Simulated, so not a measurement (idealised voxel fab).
Process module, titled voxel transistor to metal
We display cut, a cross-section 190 nm in width whose square cells are each 5 nm.
We lay out every cross-section as a grid of square cells and spell it out in bands from the top down, where one band means one or more rows of cells.
Look at the band entry: it leads with the top's height and the bottom's height in nm. Then it lists the materials left to right, with a width in nm for each. The word "throughout" on a single material says that material fills the band edge to edge. The word "empty" is empty space.
Heights are measured from 0, the level below which the as-received wafer is all one material; the lowest band has no bottom and continues downward, written as in "from 0 down".
Per-row width for "30 to 40": begins at first number (top row of band), ends at second number (bottom row), increment between rows held constant.
Where a step carries "no alteration", the cross-section came out of it unchanged, cell for cell.
Closed-off voids of 8+ cells (no open route to the top) go in "Voids, enclosed", written width x height at distance from the left edge, in nm.
The remark found on a step's line after its settings is issued by the simulator itself and pertains to that step.
overlay nm: step with mask; distance mask lay right of planned place; negative value = left of planned place.

**So here's the lineup of process steps we planned**
1: RECEIVE, material Si
2: OXIDIZE, depth nm 5
3: CONFORMAL_DEP, material SiN, thk nm 15
4: DIRECTIONAL_DEP, material aC, thk nm 10
5: PATTERN, tone cover, mask id ACTIVE, material resist, width nm 110, thk nm 30, overlay nm 0
6: DIRECTIONAL_ETCH, etch materials aC, depth nm 10
7: STRIP, etch materials resist
8: DIRECTIONAL_ETCH, etch materials SiN, depth nm 15
9: DIRECTIONAL_ETCH, etch materials SiO2, depth nm 5
10: DIRECTIONAL_ETCH, etch materials Si, depth nm 25
11: STRIP, etch materials aC
12: OXIDIZE, depth nm 5
13: FILL_DEP, material SiO2, thk nm 10
14: CMP, height nm 15
15: SELECTIVE_ETCH, etch materials SiO2, depth nm 10
16: STRIP, etch materials SiN
17: SELECTIVE_ETCH, etch materials SiO2, depth nm 5
18: OXIDIZE, depth nm 5
19: DIRECTIONAL_DEP, material polySi, thk nm 20
20: DIRECTIONAL_DEP, material SiCN, thk nm 15
21: PATTERN, tone cover, mask id GATE, material resist, width nm 20, thk nm 15, overlay nm 0
22: DIRECTIONAL_ETCH, etch materials SiCN, depth nm 25
23: DIRECTIONAL_ETCH, etch materials polySi, depth nm 30
24: STRIP, etch materials resist
25: CONFORMAL_DEP, material SiN, thk nm 5
26: DIRECTIONAL_ETCH, etch materials SiN, depth nm 5
27: DIRECTIONAL_ETCH, etch materials SiO2, depth nm 5
28: EPI, material pSi, thk nm 5
29: FILL_DEP, material SiO2, thk nm 10
30: CMP, height nm 30
31: DIRECTIONAL_DEP, material SiO2, thk nm 15
32: DIRECTIONAL_DEP, material aC, thk nm 15
33: PATTERN, tone open, mask id CONTACT, material resist, width nm 35, pitch nm 65, thk nm 35, overlay nm 0
34: DIRECTIONAL_ETCH, etch materials aC, depth nm 15
35: STRIP, etch materials resist
36: DIRECTIONAL_ETCH, etch materials SiO2, depth nm 50
37: STRIP, etch materials aC
38: CONFORMAL_DEP, material TiN, thk nm 5
39: FILL_DEP, material Ru, thk nm 10
40: CMP, height nm 45
41: CONFORMAL_DEP, material SiCN, thk nm 5
42: DIRECTIONAL_DEP, material lowk, thk nm 25
43: DIRECTIONAL_DEP, material aC, thk nm 10
44: PATTERN, tone open, mask id METAL_1, material resist, width nm 20, pitch nm 80, thk nm 25, overlay nm 0
45: DIRECTIONAL_ETCH, etch materials aC, depth nm 10
46: STRIP, etch materials resist
47: DIRECTIONAL_ETCH, etch materials lowk, depth nm 25
48: DIRECTIONAL_ETCH, etch materials SiCN, depth nm 5
49: STRIP, etch materials aC
50: CONFORMAL_DEP, material TiN, thk nm 5
51: FILL_DEP, material Cu, thk nm 5
52: CMP, height nm 75
53: CONFORMAL_DEP, material SiCN, thk nm 5

**As-received state of the wafer in cross-section, equivalent to post-step 1**
> from 0 down | Si throughout
> Voids, enclosed: none

**Cross-section: first of two wafers, module finished, run according to plan**
> from 80 to 75 | SiCN throughout
> from 75 to 50 | lowk 45  TiN 5  Cu 10  TiN 5  lowk 60  TiN 5  Cu 10  TiN 5  lowk 45
> from 50 to 45 | SiCN 45  TiN 20  SiCN 60  TiN 20  SiCN 45
> from 45 to 30 | SiO2 45  TiN 5  Ru 25  TiN 5  SiO2 30  TiN 5  Ru 25  TiN 5  SiO2 45
> from 30 to 15 | SiO2 45  TiN 5  Ru 25  TiN 5  SiN 5  SiCN 20  SiN 5  TiN 5  Ru 25  TiN 5  SiO2 45
> from 15 to 0 | SiO2 45  TiN 5  Ru 25  TiN 5  SiN 5  polySi 20  SiN 5  TiN 5  Ru 25  TiN 5  SiO2 45
> from 0 to -5 | SiO2 35  SiN 5  SiO2 5  TiN 35  SiN 5  polySi 20  SiN 5  TiN 35  SiO2 5  SiN 5  SiO2 35
> from -5 to -10 | SiO2 40  pSi 40  SiO2 30  pSi 40  SiO2 40
> from -10 to -35 | SiO2 45  Si 100  SiO2 45
> from -35 down | Si throughout
> Voids, enclosed: none

**Wafer two, end of module, cross-section. Same start, same plan as wafer one. One mistake in the run**
> from 80 to 75 | SiCN throughout
> from 75 to 50 | lowk 45  TiN 5  Cu 10  TiN 5  lowk 60  TiN 5  Cu 10  TiN 5  lowk 45
> from 50 to 45 | SiCN 45  TiN 20  SiCN 60  TiN 20  SiCN 45
> from 45 to 30 | SiO2 45  TiN 5  Ru 25  TiN 5  SiO2 30  TiN 5  Ru 25  TiN 5  SiO2 45
> from 30 to 15 | SiO2 45  TiN 5  Ru 25  TiN 5  SiN 5  SiCN 20  SiN 5  TiN 5  Ru 25  TiN 5  SiO2 45
> from 15 to 0 | SiO2 45  TiN 5  Ru 25  TiN 5  SiN 5  polySi 20  SiN 5  TiN 5  Ru 25  TiN 5  SiO2 45
> from 0 to -5 | SiO2 40  SiN 5  TiN 35  SiN 5  polySi 20  SiN 5  TiN 35  SiO2 10  SiN 5  SiO2 30
> from -5 to -10 | SiO2 45  pSi 35  SiO2 30  pSi 45  SiO2 35
> from -10 to -35 | SiO2 50  Si 100  SiO2 40
> from -35 down | Si throughout
> Voids, enclosed: none
Want to know what went wrong? step 5 was processed under conditions differing from the plan, specifically as PATTERN, tone cover, mask id ACTIVE, material resist, width nm 110, thk nm 30, overlay nm 5
End check, second vs first wafer: material counts in cells match, positions do not.
